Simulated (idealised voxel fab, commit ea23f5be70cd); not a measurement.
process module | voxel transistor to metal
cross-section cut | 155 nm wide | cells 5 nm
A cross-section is a grid of square cells, given in bands from the top down. A band is one or more rows of cells.
Each band's line starts with the height of the band's top and of its bottom, in nm. Then come its materials from left to right, each with its width in nm. One material with "throughout" fills the band from edge to edge. "air" is empty space.
Height 0 is the level under which the wafer as received is all one material. The lowest band goes on downwards, as in "0 down".
A width such as "30 to 40" changes by the same amount from each row of cells to the next, from the band's top row to its bottom row.
"no change" after a step means that no cell of the cross-section changed.
closed voids: empty space of 8 cells or more with no open way to the top, each as width x height at its distance from the left edge, in nm
after a step's settings: what the simulator itself notes on the step
overlay nm, on a step with a mask: how far to the right of its planned place the mask lay; to the left if negative
Each pair below shows a cross-section before one step and the cross-section after it, down to the lowest band that changed. The line under each pair gives the step between them, with its settings. The pairs can come from different runs of this module on the same starting wafer, so a pair continues from the pair above only where its "before" says so.
before
  20 to 10: SiO2 55 | SiN 5 | SiO2 5 | air 25 | SiO2 5 | SiN 5 | SiO2 55
  10 to 0: SiO2 35 | SiN 5 | SiO2 75 | SiN 5 | SiO2 35
  0 to -5: pSi 35 | SiO2 15 | Si 55 | SiO2 15 | pSi 35
  -5 down: Si throughout
  closed voids: none
after
  20 to 15: air 55 | SiN 5 | air 35 | SiN 5 | air 55
  15 to 10: SiO2 55 | SiN 5 | air 35 | SiN 5 | SiO2 55
  10 to 5: SiO2 35 | SiN 5 | SiO2 20 | air 35 | SiO2 20 | SiN 5 | SiO2 35
  below 5: unchanged
  closed voids: none
the step between: op SELECTIVE_ETCH | etch materials SiO2 | depth nm 5
before: the cross-section after the pair above
after
  25 to 20: air 50 | HfO2 15 | air 25 | HfO2 15 | air 50
  20 to 15: HfO2 55 | SiN 5 | HfO2 5 | air 25 | HfO2 5 | SiN 5 | HfO2 55
  15 to 10: SiO2 55 | SiN 5 | HfO2 5 | air 25 | HfO2 5 | SiN 5 | SiO2 55
  10 to 5: SiO2 35 | SiN 5 | SiO2 20 | HfO2 35 | SiO2 20 | SiN 5 | SiO2 35
  below 5: unchanged
  closed voids: none
the step between: op CONFORMAL_DEP | material HfO2 | thk nm 5
before: the cross-section after the pair above
after
  30 to 25: air 45 | TiN 25 | air 15 | TiN 25 | air 45
  25 to 20: TiN 50 | HfO2 15 | TiN 5 | air 15 | TiN 5 | HfO2 15 | TiN 50
  20 to 15: HfO2 55 | SiN 5 | HfO2 5 | TiN 5 | air 15 | TiN 5 | HfO2 5 | SiN 5 | HfO2 55
  15 to 10: SiO2 55 | SiN 5 | HfO2 5 | TiN 25 | HfO2 5 | SiN 5 | SiO2 55
  below 10: unchanged
  closed voids: none
the step between: op CONFORMAL_DEP | material TiN | thk nm 5
before: the cross-section after the pair above
after
  35 to 30: W throughout
  30 to 25: W 45 | TiN 25 | W 15 | TiN 25 | W 45
  25 to 20: TiN 50 | HfO2 15 | TiN 5 | W 15 | TiN 5 | HfO2 15 | TiN 50
  20 to 15: HfO2 55 | SiN 5 | HfO2 5 | TiN 5 | W 15 | TiN 5 | HfO2 5 | SiN 5 | HfO2 55
  below 15: unchanged
  closed voids: none
the step between: op FILL_DEP | material W | thk nm 5
before: the cross-section after the pair above
after
  15 to 10: SiO2 55 | SiN 5 | HfO2 5 | TiN 25 | HfO2 5 | SiN 5 | SiO2 55
  below 10: unchanged
  closed voids: none
the step between: op CMP | height nm 15
before: the cross-section after the pair above
after
  30 to 15: SiO2 throughout
  below 15: unchanged
  closed voids: none
the step between: op DIRECTIONAL_DEP | material SiO2 | thk nm 15
before: the cross-section after the pair above
after
  30 to 15: SiO2 35 | air 15 | SiO2 55 | air 15 | SiO2 35
  15 to 10: SiO2 35 | air 15 | SiO2 5 | SiN 5 | HfO2 5 | TiN 25 | HfO2 5 | SiN 5 | SiO2 5 | air 15 | SiO2 35
  10 to 5: SiO2 35 | SiN 5 | air 10 | SiO2 10 | HfO2 35 | SiO2 10 | air 10 | SiN 5 | SiO2 35
  5 to 0: SiO2 35 | SiN 5 | air 10 | SiO2 55 | air 10 | SiN 5 | SiO2 35
  below 0: unchanged
  closed voids: none
the step between: op MASKED_ETCH | tone open | mask id CONTACT | width nm 15 | pitch nm 70 | etch materials SiO2 | depth nm 30 | overlay nm 0
before: the cross-section after the pair above
after
  35 to 30: TiN 40 | air 5 | TiN 65 | air 5 | TiN 40
  30 to 15: SiO2 35 | TiN 5 | air 5 | TiN 5 | SiO2 55 | TiN 5 | air 5 | TiN 5 | SiO2 35
  15 to 10: SiO2 35 | TiN 15 | SiO2 5 | SiN 5 | HfO2 5 | TiN 25 | HfO2 5 | SiN 5 | SiO2 5 | TiN 15 | SiO2 35
  10 to 5: SiO2 35 | SiN 5 | TiN 10 | SiO2 10 | HfO2 35 | SiO2 10 | TiN 10 | SiN 5 | SiO2 35
  5 to 0: SiO2 35 | SiN 5 | TiN 10 | SiO2 55 | TiN 10 | SiN 5 | SiO2 35
  below 0: unchanged
  closed voids: none
the step between: op CONFORMAL_DEP | material TiN | thk nm 5
before: the cross-section after the pair above
after
  40 to 35: Ru throughout
  35 to 30: TiN 40 | Ru 5 | TiN 65 | Ru 5 | TiN 40
  30 to 15: SiO2 35 | TiN 5 | Ru 5 | TiN 5 | SiO2 55 | TiN 5 | Ru 5 | TiN 5 | SiO2 35
  below 15: unchanged
  closed voids: none
the step between: op FILL_DEP | material Ru | thk nm 5
before: the cross-section after the pair above
after
  30 to 15: SiO2 35 | TiN 5 | Ru 5 | TiN 5 | SiO2 55 | TiN 5 | Ru 5 | TiN 5 | SiO2 35
  below 15: unchanged
  closed voids: none
the step between: op CMP | height nm 30
before: the cross-section after the pair above
after
  35 to 30: TiN throughout
  below 30: unchanged
  closed voids: none
the step between: op DIRECTIONAL_DEP | material TiN | thk nm 5
before: the cross-section after the pair above
after
  50 to 35: W throughout
  below 35: unchanged
  closed voids: none
the step between: op DIRECTIONAL_DEP | material W | thk nm 15
before: the cross-section after the pair above
after
  65 to 50: air 35 | resist 15 | air 55 | resist 15 | air 35
  below 50: unchanged
  closed voids: none
the step between: op PATTERN | tone cover | mask id METAL_1 | material resist | width nm 15 | pitch nm 70 | thk nm 15 | overlay nm 0
before: the cross-section after the pair above
after
  65 to 50: air 35 | resist 15 | air 55 | resist 15 | air 35
  50 to 35: air 35 | W 15 | air 55 | W 15 | air 35
  below 35: unchanged
  closed voids: none
the step between: op DIRECTIONAL_ETCH | etch materials W | depth nm 15
before: the cross-section after the pair above
after
  65 to 50: air 35 | resist 15 | air 55 | resist 15 | air 35
  50 to 35: air 35 | W 15 | air 55 | W 15 | air 35
  35 to 30: air 35 | TiN 15 | air 55 | TiN 15 | air 35
  below 30: unchanged
  closed voids: none
the step between: op DIRECTIONAL_ETCH | etch materials TiN | depth nm 5
before: the cross-section after the pair above
after
  50 to 35: air 35 | W 15 | air 55 | W 15 | air 35
  below 35: unchanged
  closed voids: none
the step between: op STRIP | etch materials resist
before: the cross-section after the pair above
after
  55 to 50: air 30 | SiCN 25 | air 45 | SiCN 25 | air 30
  50 to 35: air 30 | SiCN 5 | W 15 | SiCN 5 | air 45 | SiCN 5 | W 15 | SiCN 5 | air 30
  35 to 30: SiCN 35 | TiN 15 | SiCN 55 | TiN 15 | SiCN 35
  below 30: unchanged
  closed voids: none
the step between: op CONFORMAL_DEP | material SiCN | thk nm 5
before: the cross-section after the pair above
after
  60 to 55: SiO2 throughout
  55 to 50: SiO2 30 | SiCN 25 | SiO2 45 | SiCN 25 | SiO2 30
  50 to 35: SiO2 30 | SiCN 5 | W 15 | SiCN 5 | SiO2 45 | SiCN 5 | W 15 | SiCN 5 | SiO2 30
  below 35: unchanged
  closed voids: none
the step between: op FILL_DEP | material SiO2 | thk nm 5
before: the cross-section after the pair above
after
  50 to 35: SiO2 30 | SiCN 5 | W 15 | SiCN 5 | SiO2 45 | SiCN 5 | W 15 | SiCN 5 | SiO2 30
  below 35: unchanged
  closed voids: none
the step between: op CMP | height nm 50
before: the cross-section after the pair above
after
  55 to 50: SiCN throughout
  below 50: unchanged
  closed voids: none
the step between: op CONFORMAL_DEP | material SiCN | thk nm 5
before: the cross-section after the pair above
after
  90 to 55: SiO2 throughout
  below 55: unchanged
  closed voids: none
the step between: op DIRECTIONAL_DEP | material SiO2 | thk nm 35
before: the cross-section after the pair above
after
  110 to 90: resist 35 | air 15 | resist 55 | air 15 | resist 35
  below 90: unchanged
  closed voids: none
the step between: op PATTERN | tone open | mask id METAL_2 | material resist | width nm 15 | pitch nm 70 | thk nm 20 | overlay nm 0
before: the cross-section after the pair above
after
  110 to 90: resist 35 | air 15 | resist 55 | air 15 | resist 35
  90 to 70: SiO2 35 | air 15 | SiO2 55 | air 15 | SiO2 35
  below 70: unchanged
  closed voids: none
the step between: op DIRECTIONAL_ETCH | etch materials SiO2 | depth nm 20
before: the cross-section after the pair above
after
  90 to 70: SiO2 35 | air 15 | SiO2 55 | air 15 | SiO2 35
  below 70: unchanged
  closed voids: none
the step between: op STRIP | etch materials resist
before: the cross-section after the pair above
after
  105 to 90: resist 35 | air 15 | resist 55 | air 15 | resist 35
  below 90: unchanged
  closed voids: none
the step between: op PATTERN | tone open | mask id METAL_2_HOLES | material resist | width nm 15 | pitch nm 70 | thk nm 15 | overlay nm 0
before: the cross-section after the pair above
after
  105 to 90: resist 35 | air 15 | resist 55 | air 15 | resist 35
  90 to 55: SiO2 35 | air 15 | SiO2 55 | air 15 | SiO2 35
  below 55: unchanged
  closed voids: none
the step between: op DIRECTIONAL_ETCH | etch materials SiO2 | depth nm 15
before: the cross-section after the pair above
after
  105 to 90: resist 35 | air 15 | resist 55 | air 15 | resist 35
  90 to 55: SiO2 35 | air 15 | SiO2 55 | air 15 | SiO2 35
  55 to 50: SiCN 35 | air 15 | SiCN 55 | air 15 | SiCN 35
  below 50: unchanged
  closed voids: none
the step between: op DIRECTIONAL_ETCH | etch materials SiCN | depth nm 5
before: the cross-section after the pair above
after
  90 to 55: SiO2 35 | air 15 | SiO2 55 | air 15 | SiO2 35
  below 55: unchanged
  closed voids: none
the step between: op STRIP | etch materials resist
before: the cross-section after the pair above
after
  95 to 90: TiN 40 | air 5 | TiN 65 | air 5 | TiN 40
  90 to 55: SiO2 35 | TiN 5 | air 5 | TiN 5 | SiO2 55 | TiN 5 | air 5 | TiN 5 | SiO2 35
  55 to 50: SiCN 35 | TiN 15 | SiCN 55 | TiN 15 | SiCN 35
  below 50: unchanged
  closed voids: none
the step between: op CONFORMAL_DEP | material TiN | thk nm 5
before: the cross-section after the pair above
after
  100 to 95: Ru throughout
  95 to 90: TiN 40 | Ru 5 | TiN 65 | Ru 5 | TiN 40
  90 to 55: SiO2 35 | TiN 5 | Ru 5 | TiN 5 | SiO2 55 | TiN 5 | Ru 5 | TiN 5 | SiO2 35
  below 55: unchanged
  closed voids: none
the step between: op FILL_DEP | material Ru | thk nm 5
before: the cross-section after the pair above
after
  90 to 55: SiO2 35 | TiN 5 | Ru 5 | TiN 5 | SiO2 55 | TiN 5 | Ru 5 | TiN 5 | SiO2 35
  below 55: unchanged
  closed voids: none
the step between: op CMP | height nm 90
before: the cross-section after the pair above
after
  95 to 90: SiCN throughout
  below 90: unchanged
  closed voids: none
the step between: op CONFORMAL_DEP | material SiCN | thk nm 5
before
  50 to 35: W throughout
  35 to 30: TiN throughout
  30 to 15: SiO2 35 | TiN 5 | Ru 5 | TiN 5 | SiO2 55 | TiN 5 | Ru 5 | TiN 5 | SiO2 35
  15 to 5: SiO2 35 | TiN 5 | Ru 5 | TiN 5 | SiO2 5 | SiN 5 | HfO2 5 | TiN 5 | W 15 | TiN 5 | HfO2 5 | SiN 5 | SiO2 5 | TiN 5 | Ru 5 | TiN 5 | SiO2 35
  5 to 0: SiO2 35 | TiN 15 | SiO2 5 | SiN 5 | HfO2 5 | TiN 25 | HfO2 5 | SiN 5 | SiO2 5 | TiN 15 | SiO2 35
  0 to -5: SiO2 25 | pSi 30 | SiO2 5 | HfO2 35 | SiO2 5 | pSi 30 | SiO2 25
  -5 to -25: SiO2 30 | Si 95 | SiO2 30
  -25 down: Si throughout
  closed voids: none
after
  65 to 50: air 30 | resist 25 | air 45 | resist 25 | air 30
  below 50: unchanged
  closed voids: none
the step between: op PATTERN | tone cover | mask id METAL_1 | material resist | width nm 25 | pitch nm 70 | thk nm 15 | overlay nm 0
before: the cross-section after the pair above
after
  65 to 50: air 30 | resist 25 | air 45 | resist 25 | air 30
  50 to 35: air 30 | W 25 | air 45 | W 25 | air 30
  below 35: unchanged
  closed voids: none
the step between: op DIRECTIONAL_ETCH | etch materials W | depth nm 15
before: the cross-section after the pair above
after
  65 to 50: air 30 | resist 25 | air 45 | resist 25 | air 30
  50 to 35: air 30 | W 25 | air 45 | W 25 | air 30
  35 to 30: air 30 | TiN 25 | air 45 | TiN 25 | air 30
  below 30: unchanged
  closed voids: none
the step between: op DIRECTIONAL_ETCH | etch materials TiN | depth nm 5
before: the cross-section after the pair above
after
  50 to 35: air 30 | W 25 | air 45 | W 25 | air 30
  below 35: unchanged
  closed voids: none
the step between: op STRIP | etch materials resist
before: the cross-section after the pair above
after
  55 to 50: air 25 | SiCN 35 | air 35 | SiCN 35 | air 25
  50 to 35: air 25 | SiCN 5 | W 25 | SiCN 5 | air 35 | SiCN 5 | W 25 | SiCN 5 | air 25
  35 to 30: SiCN 30 | TiN 25 | SiCN 45 | TiN 25 | SiCN 30
  below 30: unchanged
  closed voids: none
the step between: op CONFORMAL_DEP | material SiCN | thk nm 5
before: the cross-section after the pair above
after
  60 to 55: SiO2 throughout
  55 to 50: SiO2 25 | SiCN 35 | SiO2 35 | SiCN 35 | SiO2 25
  50 to 35: SiO2 25 | SiCN 5 | W 25 | SiCN 5 | SiO2 35 | SiCN 5 | W 25 | SiCN 5 | SiO2 25
  below 35: unchanged
  closed voids: none
the step between: op FILL_DEP | material SiO2 | thk nm 5
before: the cross-section after the pair above
after
  50 to 35: SiO2 25 | SiCN 5 | W 25 | SiCN 5 | SiO2 35 | SiCN 5 | W 25 | SiCN 5 | SiO2 25
  below 35: unchanged
  closed voids: none
the step between: op CMP | height nm 50
before: the cross-section after the pair above
after
  55 to 50: SiCN throughout
  below 50: unchanged
  closed voids: none
the step between: op CONFORMAL_DEP | material SiCN | thk nm 5
before: the cross-section after the pair above
after
  90 to 55: SiO2 throughout
  below 55: unchanged
  closed voids: none
the step between: op DIRECTIONAL_DEP | material SiO2 | thk nm 35
before: the cross-section after the pair above
after
  110 to 90: resist 35 | air 15 | resist 55 | air 15 | resist 35
  below 90: unchanged
  closed voids: none
the step between: op PATTERN | tone open | mask id METAL_2 | material resist | width nm 15 | pitch nm 70 | thk nm 20 | overlay nm 0
before: the cross-section after the pair above
after
  110 to 90: resist 35 | air 15 | resist 55 | air 15 | resist 35
  90 to 70: SiO2 35 | air 15 | SiO2 55 | air 15 | SiO2 35
  below 70: unchanged
  closed voids: none
the step between: op DIRECTIONAL_ETCH | etch materials SiO2 | depth nm 20
before: the cross-section after the pair above
after
  90 to 70: SiO2 35 | air 15 | SiO2 55 | air 15 | SiO2 35
  below 70: unchanged
  closed voids: none
the step between: op STRIP | etch materials resist
before: the cross-section after the pair above
after
  105 to 90: resist 35 | air 15 | resist 55 | air 15 | resist 35
  below 90: unchanged
  closed voids: none
the step between: op PATTERN | tone open | mask id METAL_2_HOLES | material resist | width nm 15 | pitch nm 70 | thk nm 15 | overlay nm 0
before: the cross-section after the pair above
after
  105 to 90: resist 35 | air 15 | resist 55 | air 15 | resist 35
  90 to 55: SiO2 35 | air 15 | SiO2 55 | air 15 | SiO2 35
  below 55: unchanged
  closed voids: none
the step between: op DIRECTIONAL_ETCH | etch materials SiO2 | depth nm 15
before: the cross-section after the pair above
after
  105 to 90: resist 35 | air 15 | resist 55 | air 15 | resist 35
  90 to 55: SiO2 35 | air 15 | SiO2 55 | air 15 | SiO2 35
  55 to 50: SiCN 35 | air 15 | SiCN 55 | air 15 | SiCN 35
  below 50: unchanged
  closed voids: none
the step between: op DIRECTIONAL_ETCH | etch materials SiCN | depth nm 5
before: the cross-section after the pair above
after
  90 to 55: SiO2 35 | air 15 | SiO2 55 | air 15 | SiO2 35
  below 55: unchanged
  closed voids: none
the step between: op STRIP | etch materials resist
before: the cross-section after the pair above
after
  95 to 90: TiN 40 | air 5 | TiN 65 | air 5 | TiN 40
  90 to 55: SiO2 35 | TiN 5 | air 5 | TiN 5 | SiO2 55 | TiN 5 | air 5 | TiN 5 | SiO2 35
  55 to 50: SiCN 35 | TiN 15 | SiCN 55 | TiN 15 | SiCN 35
  below 50: unchanged
  closed voids: none
the step between: op CONFORMAL_DEP | material TiN | thk nm 5
before: the cross-section after the pair above
after
  100 to 95: Ru throughout
  95 to 90: TiN 40 | Ru 5 | TiN 65 | Ru 5 | TiN 40
  90 to 55: SiO2 35 | TiN 5 | Ru 5 | TiN 5 | SiO2 55 | TiN 5 | Ru 5 | TiN 5 | SiO2 35
  below 55: unchanged
  closed voids: none
the step between: op FILL_DEP | material Ru | thk nm 5
before: the cross-section after the pair above
after
  90 to 55: SiO2 35 | TiN 5 | Ru 5 | TiN 5 | SiO2 55 | TiN 5 | Ru 5 | TiN 5 | SiO2 35
  below 55: unchanged
  closed voids: none
the step between: op CMP | height nm 90
before: the cross-section after the pair above
after
  95 to 90: SiCN throughout
  below 90: unchanged
  closed voids: none
the step between: op CONFORMAL_DEP | material SiCN | thk nm 5
before
  40 to 30: aC throughout
  30 to 20: SiCN throughout
  20 to 0: polySi throughout
  0 to -5: SiO2 throughout
  -5 to -25: SiO2 30 | Si 95 | SiO2 30
  -25 down: Si throughout
  closed voids: none
after
  65 to 40: air 75 | resist 25 | air 55
  below 40: unchanged
  closed voids: none
the step between: op PATTERN | tone cover | mask id GATE | material resist | width nm 25 | thk nm 25 | overlay nm 10
before: the cross-section after the pair above
after
  55 to 40: air 75 | resist 25 | air 55
  40 to 30: air 75 | aC 25 | air 55
  below 30: unchanged
  closed voids: none
the step between: op DIRECTIONAL_ETCH | etch materials aC | depth nm 10
before: the cross-section after the pair above
after
  40 to 30: air 75 | aC 25 | air 55
  below 30: unchanged
  closed voids: none
the step between: op STRIP | etch materials resist
before: the cross-section after the pair above
after
  40 to 30: air 75 | aC 25 | air 55
  30 to 20: air 75 | SiCN 25 | air 55
  below 20: unchanged
  closed voids: none
the step between: op DIRECTIONAL_ETCH | etch materials SiCN | depth nm 20
before: the cross-section after the pair above
after
  40 to 30: air 75 | aC 25 | air 55
  30 to 20: air 75 | SiCN 25 | air 55
  20 to 0: air 75 | polySi 25 | air 55
  below 0: unchanged
  closed voids: none
the step between: op DIRECTIONAL_ETCH | etch materials polySi | depth nm 30
before: the cross-section after the pair above
after
  30 to 20: air 75 | SiCN 25 | air 55
  below 20: unchanged
  closed voids: none
the step between: op STRIP | etch materials aC
before: the cross-section after the pair above
after
  35 to 30: air 70 | SiO2 35 | air 50
  30 to 20: air 70 | SiO2 5 | SiCN 25 | SiO2 5 | air 50
  20 to 5: air 70 | SiO2 5 | polySi 25 | SiO2 5 | air 50
  5 to 0: SiO2 75 | polySi 25 | SiO2 55
  below 0: unchanged
  closed voids: none
the step between: op CONFORMAL_DEP | material SiO2 | thk nm 5
before: the cross-section after the pair above
after
  30 to 20: air 70 | SiO2 5 | SiCN 25 | SiO2 5 | air 50
  20 to 0: air 70 | SiO2 5 | polySi 25 | SiO2 5 | air 50
  below 0: unchanged
  closed voids: none
the step between: op DIRECTIONAL_ETCH | etch materials SiO2 | depth nm 5
before: the cross-section after the pair above
after
  35 to 30: air 65 | SiN 45 | air 45
  30 to 20: air 65 | SiN 5 | SiO2 5 | SiCN 25 | SiO2 5 | SiN 5 | air 45
  20 to 5: air 65 | SiN 5 | SiO2 5 | polySi 25 | SiO2 5 | SiN 5 | air 45
  5 to 0: SiN 70 | SiO2 5 | polySi 25 | SiO2 5 | SiN 50
  below 0: unchanged
  closed voids: none
the step between: op CONFORMAL_DEP | material SiN | thk nm 5
before: the cross-section after the pair above
after
  30 to 20: air 65 | SiN 5 | SiO2 5 | SiCN 25 | SiO2 5 | SiN 5 | air 45
  20 to 0: air 65 | SiN 5 | SiO2 5 | polySi 25 | SiO2 5 | SiN 5 | air 45
  below 0: unchanged
  closed voids: none
the step between: op DIRECTIONAL_ETCH | etch materials SiN | depth nm 5
before: the cross-section after the pair above
after
  30 to 25: air 65 | SiN 5 | air 5 | SiCN 25 | air 5 | SiN 5 | air 45
  25 to 20: air 65 | SiN 5 | SiO2 5 | SiCN 25 | SiO2 5 | SiN 5 | air 45
  20 to 0: air 65 | SiN 5 | SiO2 5 | polySi 25 | SiO2 5 | SiN 5 | air 45
  0 to -5: air 65 | SiO2 45 | air 45
  below -5: unchanged
  closed voids: none
the step between: op DIRECTIONAL_ETCH | etch materials SiO2 | depth nm 5
before: the cross-section after the pair above
after
  30 to 25: air 65 | SiN 5 | air 5 | SiCN 25 | air 5 | SiN 5 | air 45
  25 to 20: air 65 | SiN 5 | SiO2 5 | SiCN 25 | SiO2 5 | SiN 5 | air 45
  20 to 0: air 65 | SiN 5 | SiO2 5 | polySi 25 | SiO2 5 | SiN 5 | air 45
  0 to -5: air 25 | pSi 40 | SiO2 45 | pSi 20 | air 25
  below -5: unchanged
  closed voids: none
the step between: op EPI | material pSi | thk nm 5
before: the cross-section after the pair above
after
  40 to 30: SiO2 throughout
  30 to 20: SiO2 65 | SiN 5 | SiO2 5 | SiCN 25 | SiO2 5 | SiN 5 | SiO2 45
  20 to 0: SiO2 65 | SiN 5 | SiO2 5 | polySi 25 | SiO2 5 | SiN 5 | SiO2 45
  0 to -5: SiO2 25 | pSi 40 | SiO2 45 | pSi 20 | SiO2 25
  below -5: unchanged
  closed voids: none
the step between: op FILL_DEP | material SiO2 | thk nm 10
before: the cross-section after the pair above
after
  20 to 0: SiO2 65 | SiN 5 | SiO2 5 | polySi 25 | SiO2 5 | SiN 5 | SiO2 45
  below 0: unchanged
  closed voids: none
the step between: op CMP | height nm 20
before: the cross-section after the pair above
after
  20 to 0: SiO2 65 | SiN 5 | SiO2 5 | air 25 | SiO2 5 | SiN 5 | SiO2 45
  below 0: unchanged
  closed voids: none
the step between: op STRIP | etch materials polySi
before: the cross-section after the pair above
after
  20 to 15: air 65 | SiN 5 | air 35 | SiN 5 | air 45
  15 to 0: SiO2 65 | SiN 5 | air 35 | SiN 5 | SiO2 45
  0 to -5: SiO2 25 | pSi 40 | SiO2 5 | air 35 | SiO2 5 | pSi 20 | SiO2 25
  below -5: unchanged
  closed voids: none
the step between: op SELECTIVE_ETCH | etch materials SiO2 | depth nm 5
before: the cross-section after the pair above
after
  25 to 20: air 60 | HfO2 15 | air 25 | HfO2 15 | air 40
  20 to 15: HfO2 65 | SiN 5 | HfO2 5 | air 25 | HfO2 5 | SiN 5 | HfO2 45
  15 to 0: SiO2 65 | SiN 5 | HfO2 5 | air 25 | HfO2 5 | SiN 5 | SiO2 45
  0 to -5: SiO2 25 | pSi 40 | SiO2 5 | HfO2 35 | SiO2 5 | pSi 20 | SiO2 25
  below -5: unchanged
  closed voids: none
the step between: op CONFORMAL_DEP | material HfO2 | thk nm 5
before: the cross-section after the pair above
after
  30 to 25: air 55 | TiN 25 | air 15 | TiN 25 | air 35
  25 to 20: TiN 60 | HfO2 15 | TiN 5 | air 15 | TiN 5 | HfO2 15 | TiN 40
  20 to 15: HfO2 65 | SiN 5 | HfO2 5 | TiN 5 | air 15 | TiN 5 | HfO2 5 | SiN 5 | HfO2 45
  15 to 5: SiO2 65 | SiN 5 | HfO2 5 | TiN 5 | air 15 | TiN 5 | HfO2 5 | SiN 5 | SiO2 45
  5 to 0: SiO2 65 | SiN 5 | HfO2 5 | TiN 25 | HfO2 5 | SiN 5 | SiO2 45
  below 0: unchanged
  closed voids: none
the step between: op CONFORMAL_DEP | material TiN | thk nm 5
before: the cross-section after the pair above
after
  35 to 30: W throughout
  30 to 25: W 55 | TiN 25 | W 15 | TiN 25 | W 35
  25 to 20: TiN 60 | HfO2 15 | TiN 5 | W 15 | TiN 5 | HfO2 15 | TiN 40
  20 to 15: HfO2 65 | SiN 5 | HfO2 5 | TiN 5 | W 15 | TiN 5 | HfO2 5 | SiN 5 | HfO2 45
  15 to 5: SiO2 65 | SiN 5 | HfO2 5 | TiN 5 | W 15 | TiN 5 | HfO2 5 | SiN 5 | SiO2 45
  below 5: unchanged
  closed voids: none
the step between: op FILL_DEP | material W | thk nm 5
before: the cross-section after the pair above
after
  15 to 5: SiO2 65 | SiN 5 | HfO2 5 | TiN 5 | W 15 | TiN 5 | HfO2 5 | SiN 5 | SiO2 45
  below 5: unchanged
  closed voids: none
the step between: op CMP | height nm 15
before: the cross-section after the pair above
after
  30 to 15: SiO2 throughout
  below 15: unchanged
  closed voids: none
the step between: op DIRECTIONAL_DEP | material SiO2 | thk nm 15
before: the cross-section after the pair above
after
  30 to 15: SiO2 35 | air 15 | SiO2 55 | air 15 | SiO2 35
  15 to 5: SiO2 35 | air 15 | SiO2 15 | SiN 5 | HfO2 5 | TiN 5 | W 15 | TiN 5 | HfO2 5 | SiN 5 | air 10 | SiO2 35
  5 to 0: SiO2 35 | air 15 | SiO2 15 | SiN 5 | HfO2 5 | TiN 25 | HfO2 5 | SiN 5 | air 10 | SiO2 35
  below 0: unchanged
  closed voids: none
the step between: op MASKED_ETCH | tone open | mask id CONTACT | width nm 15 | pitch nm 70 | etch materials SiO2 | depth nm 30 | overlay nm 0
before: the cross-section after the pair above
after
  35 to 30: TiN 40 | air 5 | TiN 65 | air 5 | TiN 40
  30 to 20: SiO2 35 | TiN 5 | air 5 | TiN 5 | SiO2 55 | TiN 5 | air 5 | TiN 5 | SiO2 35
  20 to 15: SiO2 35 | TiN 5 | air 5 | TiN 5 | SiO2 55 | TiN 15 | SiO2 35
  15 to 5: SiO2 35 | TiN 5 | air 5 | TiN 5 | SiO2 15 | SiN 5 | HfO2 5 | TiN 5 | W 15 | TiN 5 | HfO2 5 | SiN 5 | TiN 10 | SiO2 35
  5 to 0: SiO2 35 | TiN 15 | SiO2 15 | SiN 5 | HfO2 5 | TiN 25 | HfO2 5 | SiN 5 | TiN 10 | SiO2 35
  below 0: unchanged
  closed voids: none
the step between: op CONFORMAL_DEP | material TiN | thk nm 5
before: the cross-section after the pair above
after
  40 to 35: Ru throughout
  35 to 30: TiN 40 | Ru 5 | TiN 65 | Ru 5 | TiN 40
  30 to 20: SiO2 35 | TiN 5 | Ru 5 | TiN 5 | SiO2 55 | TiN 5 | Ru 5 | TiN 5 | SiO2 35
  20 to 15: SiO2 35 | TiN 5 | Ru 5 | TiN 5 | SiO2 55 | TiN 15 | SiO2 35
  15 to 5: SiO2 35 | TiN 5 | Ru 5 | TiN 5 | SiO2 15 | SiN 5 | HfO2 5 | TiN 5 | W 15 | TiN 5 | HfO2 5 | SiN 5 | TiN 10 | SiO2 35
  below 5: unchanged
  closed voids: none
the step between: op FILL_DEP | material Ru | thk nm 5
before: the cross-section after the pair above
after
  30 to 20: SiO2 35 | TiN 5 | Ru 5 | TiN 5 | SiO2 55 | TiN 5 | Ru 5 | TiN 5 | SiO2 35
  below 20: unchanged
  closed voids: none
the step between: op CMP | height nm 30
before: the cross-section after the pair above
after
  35 to 30: TiN throughout
  below 30: unchanged
  closed voids: none
the step between: op DIRECTIONAL_DEP | material TiN | thk nm 5
before: the cross-section after the pair above
after
  50 to 35: W throughout
  below 35: unchanged
  closed voids: none
the step between: op DIRECTIONAL_DEP | material W | thk nm 15
before: the cross-section after the pair above
after
  65 to 50: air 35 | resist 15 | air 55 | resist 15 | air 35
  below 50: unchanged
  closed voids: none
the step between: op PATTERN | tone cover | mask id METAL_1 | material resist | width nm 15 | pitch nm 70 | thk nm 15 | overlay nm 0
before: the cross-section after the pair above
after
  65 to 50: air 35 | resist 15 | air 55 | resist 15 | air 35
  50 to 35: air 35 | W 15 | air 55 | W 15 | air 35
  below 35: unchanged
  closed voids: none
the step between: op DIRECTIONAL_ETCH | etch materials W | depth nm 15
before: the cross-section after the pair above
after
  65 to 50: air 35 | resist 15 | air 55 | resist 15 | air 35
  50 to 35: air 35 | W 15 | air 55 | W 15 | air 35
  35 to 30: air 35 | TiN 15 | air 55 | TiN 15 | air 35
  below 30: unchanged
  closed voids: none
the step between: op DIRECTIONAL_ETCH | etch materials TiN | depth nm 5
before: the cross-section after the pair above
after
  50 to 35: air 35 | W 15 | air 55 | W 15 | air 35
  below 35: unchanged
  closed voids: none
the step between: op STRIP | etch materials resist
before: the cross-section after the pair above
after
  55 to 50: air 30 | SiCN 25 | air 45 | SiCN 25 | air 30
  50 to 35: air 30 | SiCN 5 | W 15 | SiCN 5 | air 45 | SiCN 5 | W 15 | SiCN 5 | air 30
  35 to 30: SiCN 35 | TiN 15 | SiCN 55 | TiN 15 | SiCN 35
  below 30: unchanged
  closed voids: none
the step between: op CONFORMAL_DEP | material SiCN | thk nm 5
before: the cross-section after the pair above
after
  60 to 55: SiO2 throughout
  55 to 50: SiO2 30 | SiCN 25 | SiO2 45 | SiCN 25 | SiO2 30
  50 to 35: SiO2 30 | SiCN 5 | W 15 | SiCN 5 | SiO2 45 | SiCN 5 | W 15 | SiCN 5 | SiO2 30
  below 35: unchanged
  closed voids: none
the step between: op FILL_DEP | material SiO2 | thk nm 5
before: the cross-section after the pair above
after
  50 to 35: SiO2 30 | SiCN 5 | W 15 | SiCN 5 | SiO2 45 | SiCN 5 | W 15 | SiCN 5 | SiO2 30
  below 35: unchanged
  closed voids: none
the step between: op CMP | height nm 50
before: the cross-section after the pair above
after
  55 to 50: SiCN throughout
  below 50: unchanged
  closed voids: none
the step between: op CONFORMAL_DEP | material SiCN | thk nm 5
before: the cross-section after the pair above
after
  90 to 55: SiO2 throughout
  below 55: unchanged
  closed voids: none
the step between: op DIRECTIONAL_DEP | material SiO2 | thk nm 35
before: the cross-section after the pair above
after
  110 to 90: resist 35 | air 15 | resist 55 | air 15 | resist 35
  below 90: unchanged
  closed voids: none
the step between: op PATTERN | tone open | mask id METAL_2 | material resist | width nm 15 | pitch nm 70 | thk nm 20 | overlay nm 0
